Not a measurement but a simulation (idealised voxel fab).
The name of this process module is voxel self aligned contacts.
FYI the section here is cut, 195 nm wide, cells are 5 nm squares.
A cross-section is a grid of square cells, given in bands from the top down. A band is one or more rows of cells. A band entry consists of two parts. The first gives the height of the band's top and the height of its bottom, in nm. The rest lists the band's materials from left to right, each with its width in nm. A single material labelled with the word "everywhere" fills the band from edge to edge, and the word "empty" marks empty space. Heights from 0 (as-received wafer is one material below). Bottom band endless downward, as "z 0 and below". Top row gets the first number, bottom row gets the second, and each row in between changes by the same step: that is how a band width like "30->40" works. Reading "nothing altered" for a step: not a cell of the cross-section changed in it. Basically, "Internal closed voids" tells you about the enclosed voids: empty spaces with no open way to the top, 8 cells or bigger, each written width x height at distance, where distance is from the left edge, all in nm. Read whatever lies past the settings on a step's line as the simulator's own remark about the step. The line of a step may include "overlay nm". On a step with a mask, this value is how far to the right of its planned place the mask lay. A negative value means the mask lay to the left.

# Process steps (planned)
1) RECEIVE: material Si
2) CONFORMAL_DEP: material SiO2, thk nm 5
3) DIRECTIONAL_DEP: material polySi, thk nm 25
4) DIRECTIONAL_DEP: material SiN, thk nm 25
5) DIRECTIONAL_DEP: material aC, thk nm 15
6) PATTERN: tone cover, mask id GATE, material resist, width nm 25, pitch nm 65, thk nm 35, overlay nm 0
7) DIRECTIONAL_ETCH: etch materials aC, depth nm 15
8) STRIP: etch materials resist
9) DIRECTIONAL_ETCH: etch materials SiN, depth nm 25
10) DIRECTIONAL_ETCH: etch materials polySi, depth nm 25
11) STRIP: etch materials aC
12) CONFORMAL_DEP: material SiN, thk nm 10
13) DIRECTIONAL_ETCH: etch materials SiN, depth nm 10
14) FILL_DEP: material SiO2, thk nm 15
15) CMP: height nm 60
16) MASKED_ETCH: tone open, mask id CONTACT, width nm 50, etch materials SiO2, depth nm 60, overlay nm 0
17) CONFORMAL_DEP: material TiN, thk nm 5
18) FILL_DEP: material Ru, thk nm 5
19) CMP: height nm 60
20) CONFORMAL_DEP: material SiN, thk nm 5

# Account of the first of two wafers, which was processed as intended

# Delivered wafer in cross-section: state after step 1
	z 0 and below  Si everywhere
	Internal closed voids: none

# You're looking at a cross-section of the wafer after step 2
	z 5 to 0  SiO2 everywhere
	No changes below 0.

# You're looking at a cross-section of the wafer after step 3
	z 30 to 5  polySi everywhere
	No changes below 5.

# You're looking at a cross-section of the wafer after step 4
	z 55 to 30  SiN everywhere
	No changes below 30.

# You're looking at a cross-section of the wafer after step 5
	z 70 to 55  aC everywhere
	No changes below 55.

# You're looking at a cross-section of the wafer after step 6
	z 105 to 70  empty (50); resist (25); empty (40); resist (25); empty (55)
	No changes below 70.

# You're looking at a cross-section of the wafer after step 7
	z 90 to 70  empty (50); resist (25); empty (40); resist (25); empty (55)
	z 70 to 55  empty (50); aC (25); empty (40); aC (25); empty (55)
	No changes below 55.

# You're looking at a cross-section of the wafer after step 8
	z 70 to 55  empty (50); aC (25); empty (40); aC (25); empty (55)
	No changes below 55.

# You're looking at a cross-section of the wafer after step 9
	z 70 to 55  empty (50); aC (25); empty (40); aC (25); empty (55)
	z 55 to 30  empty (50); SiN (25); empty (40); SiN (25); empty (55)
	No changes below 30.

# You're looking at a cross-section of the wafer after step 10
	z 70 to 55  empty (50); aC (25); empty (40); aC (25); empty (55)
	z 55 to 30  empty (50); SiN (25); empty (40); SiN (25); empty (55)
	z 30 to 5  empty (50); polySi (25); empty (40); polySi (25); empty (55)
	No changes below 5.

# You're looking at a cross-section of the wafer after step 11
	z 55 to 30  empty (50); SiN (25); empty (40); SiN (25); empty (55)
	No changes below 30.

# You're looking at a cross-section of the wafer after step 12
	z 65 to 30  empty (40); SiN (45); empty (20); SiN (45); empty (45)
	z 30 to 15  empty (40); SiN (10); polySi (25); SiN (10); empty (20); SiN (10); polySi (25); SiN (10); empty (45)
	z 15 to 5  SiN (50); polySi (25); SiN (40); polySi (25); SiN (55)
	No changes below 5.

# You're looking at a cross-section of the wafer after step 13
	z 55 to 30  empty (40); SiN (45); empty (20); SiN (45); empty (45)
	z 30 to 5  empty (40); SiN (10); polySi (25); SiN (10); empty (20); SiN (10); polySi (25); SiN (10); empty (45)
	No changes below 5.

# You're looking at a cross-section of the wafer after step 14
	z 70 to 55  SiO2 everywhere
	z 55 to 30  SiO2 (40); SiN (45); SiO2 (20); SiN (45); SiO2 (45)
	z 30 to 5  SiO2 (40); SiN (10); polySi (25); SiN (10); SiO2 (20); SiN (10); polySi (25); SiN (10); SiO2 (45)
	No changes below 5.

# You're looking at a cross-section of the wafer after step 15
	z 60 to 55  SiO2 everywhere
	No changes below 55.

# You're looking at a cross-section of the wafer after step 16
	z 60 to 55  SiO2 (70); empty (50); SiO2 (75)
	z 55 to 30  SiO2 (40); SiN (45); empty (20); SiN (45); SiO2 (45)
	z 30 to 5  SiO2 (40); SiN (10); polySi (25); SiN (10); empty (20); SiN (10); polySi (25); SiN (10); SiO2 (45)
	z 5 to 0  SiO2 (85); empty (20); SiO2 (90)
	No changes below 0.

# You're looking at a cross-section of the wafer after step 17
	z 65 to 60  TiN (75); empty (40); TiN (80)
	z 60 to 55  SiO2 (70); TiN (20); empty (10); TiN (20); SiO2 (75)
	z 55 to 30  SiO2 (40); SiN (45); TiN (5); empty (10); TiN (5); SiN (45); SiO2 (45)
	z 30 to 5  SiO2 (40); SiN (10); polySi (25); SiN (10); TiN (5); empty (10); TiN (5); SiN (10); polySi (25); SiN (10); SiO2 (45)
	z 5 to 0  SiO2 (85); TiN (20); SiO2 (90)
	No changes below 0.

# You're looking at a cross-section of the wafer after step 18
	z 70 to 65  Ru everywhere
	z 65 to 60  TiN (75); Ru (40); TiN (80)
	z 60 to 55  SiO2 (70); TiN (20); Ru (10); TiN (20); SiO2 (75)
	z 55 to 30  SiO2 (40); SiN (45); TiN (5); Ru (10); TiN (5); SiN (45); SiO2 (45)
	z 30 to 5  SiO2 (40); SiN (10); polySi (25); SiN (10); TiN (5); Ru (10); TiN (5); SiN (10); polySi (25); SiN (10); SiO2 (45)
	No changes below 5.

# You're looking at a cross-section of the wafer after step 19
	z 60 to 55  SiO2 (70); TiN (20); Ru (10); TiN (20); SiO2 (75)
	No changes below 55.

# You're looking at a cross-section of the wafer after step 20
	z 65 to 60  SiN everywhere
	No changes below 60.

# The second wafer was prepared from the same starting point and under the same plan as the first; its processing contained one mistake, and it remains indistinguishable from the first wafer up to and including step 9

# Cross-sectional representation of the second wafer at the time designated in the plan for the completion of step 10
	z 70 to 55  empty (50); aC (25); empty (40); aC (25); empty (55)
	z 55 to 30  empty (50); SiN (25); empty (40); SiN (25); empty (55)
	z 30 to 10  empty (50); polySi (25); empty (40); polySi (25); empty (55)
	No changes below 10.

# Cross-sectional representation of the second wafer at the time designated in the plan for the completion of step 11
	z 55 to 30  empty (50); SiN (25); empty (40); SiN (25); empty (55)
	No changes below 30.

# Cross-sectional representation of the second wafer at the time designated in the plan for the completion of step 12
	z 65 to 30  empty (40); SiN (45); empty (20); SiN (45); empty (45)
	z 30 to 20  empty (40); SiN (10); polySi (25); SiN (10); empty (20); SiN (10); polySi (25); SiN (10); empty (45)
	z 20 to 10  SiN (50); polySi (25); SiN (40); polySi (25); SiN (55)
	No changes below 10.

# Cross-sectional representation of the second wafer at the time designated in the plan for the completion of step 13
	z 55 to 30  empty (40); SiN (45); empty (20); SiN (45); empty (45)
	z 30 to 10  empty (40); SiN (10); polySi (25); SiN (10); empty (20); SiN (10); polySi (25); SiN (10); empty (45)
	No changes below 10.

# Cross-sectional representation of the second wafer at the time designated in the plan for the completion of step 14
	z 70 to 55  SiO2 everywhere
	z 55 to 30  SiO2 (40); SiN (45); SiO2 (20); SiN (45); SiO2 (45)
	z 30 to 10  SiO2 (40); SiN (10); polySi (25); SiN (10); SiO2 (20); SiN (10); polySi (25); SiN (10); SiO2 (45)
	No changes below 10.

# Cross-sectional representation of the second wafer at the time designated in the plan for the completion of step 15
	z 60 to 55  SiO2 everywhere
	No changes below 55.

# Cross-sectional representation of the second wafer at the time designated in the plan for the completion of step 16
	z 60 to 55  SiO2 (70); empty (50); SiO2 (75)
	z 55 to 30  SiO2 (40); SiN (45); empty (20); SiN (45); SiO2 (45)
	z 30 to 10  SiO2 (40); SiN (10); polySi (25); SiN (10); empty (20); SiN (10); polySi (25); SiN (10); SiO2 (45)
	No changes below 10.

# Cross-sectional representation of the second wafer at the time designated in the plan for the completion of step 17
	z 65 to 60  TiN (75); empty (40); TiN (80)
	z 60 to 55  SiO2 (70); TiN (20); empty (10); TiN (20); SiO2 (75)
	z 55 to 30  SiO2 (40); SiN (45); TiN (5); empty (10); TiN (5); SiN (45); SiO2 (45)
	z 30 to 15  SiO2 (40); SiN (10); polySi (25); SiN (10); TiN (5); empty (10); TiN (5); SiN (10); polySi (25); SiN (10); SiO2 (45)
	z 15 to 10  SiO2 (40); SiN (10); polySi (25); SiN (10); TiN (20); SiN (10); polySi (25); SiN (10); SiO2 (45)
	No changes below 10.

# Cross-sectional representation of the second wafer at the time designated in the plan for the completion of step 18
	z 70 to 65  Ru everywhere
	z 65 to 60  TiN (75); Ru (40); TiN (80)
	z 60 to 55  SiO2 (70); TiN (20); Ru (10); TiN (20); SiO2 (75)
	z 55 to 30  SiO2 (40); SiN (45); TiN (5); Ru (10); TiN (5); SiN (45); SiO2 (45)
	z 30 to 15  SiO2 (40); SiN (10); polySi (25); SiN (10); TiN (5); Ru (10); TiN (5); SiN (10); polySi (25); SiN (10); SiO2 (45)
	No changes below 15.

# Cross-sectional representation of the second wafer at the time designated in the plan for the completion of step 19
	z 60 to 55  SiO2 (70); TiN (20); Ru (10); TiN (20); SiO2 (75)
	No changes below 55.

# Cross-sectional representation of the second wafer at the time designated in the plan for the completion of step 20
	z 65 to 60  SiN everywhere
	No changes below 60.
what went wrong: step 10: run off-plan, actual operation and settings DIRECTIONAL_ETCH: etch materials polySi, depth nm 20
at the end the second wafer has, in cells: -4 Ru | -8 SiN | -13 SiO2 | -4 TiN | +29 polySi
